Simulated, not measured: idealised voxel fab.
process module | voxel lift off
cross-section cut | 230 nm wide | cells 5 nm
A cross-section is a grid of square cells, given in bands from the top down. A band is one or more rows of cells.
Each band's line starts with the height of the band's top and of its bottom, in nm. Then come its materials from left to right, each with its width in nm. One material with "throughout" fills the band from edge to edge. "air" is empty space.
Height 0 is the level under which the wafer as received is all one material. The lowest band goes on downwards, as in "0 down".
A width such as "30 to 40" changes by the same amount from each row of cells to the next, from the band's top row to its bottom row.
"no change" after a step means that no cell of the cross-section changed.
closed voids: empty space of 8 cells or more with no open way to the top, each as width x height at its distance from the left edge, in nm
after a step's settings: what the simulator itself notes on the step
overlay nm, on a step with a mask: how far to the right of its planned place the mask lay; to the left if negative
plan
1 op RECEIVE | material Si
2 op CONFORMAL_DEP | material SiO2 | thk nm 10
3 op PATTERN | tone open | mask id LINES | material resist | width nm 20 | pitch nm 35 | thk nm 20 | overlay nm 0
4 op DIRECTIONAL_DEP | material Ru | thk nm 5
5 op STRIP | etch materials resist
6 op CONFORMAL_DEP | material SiO2 | thk nm 5
as received, after step 1
  0 down: Si throughout
  closed voids: none
first wafer at the end, as planned
  20 to 15: air 45 | SiO2 30 | air 5 | SiO2 30 | air 5 | SiO2 30 | air 5 | SiO2 30 | air 50
  15 to 10: SiO2 50 | Ru 20 | SiO2 15 | Ru 20 | SiO2 15 | Ru 20 | SiO2 15 | Ru 20 | SiO2 55
  10 to 0: SiO2 throughout
  0 down: Si throughout
  closed voids: none
second wafer at the end: like start, like plan, one mistake
  15 to 0: SiO2 throughout
  0 down: Si throughout
  closed voids: none
what went wrong: step 4 was left out
at the end the second wafer has, in cells: 16 fewer of Ru | 8 fewer of SiO2
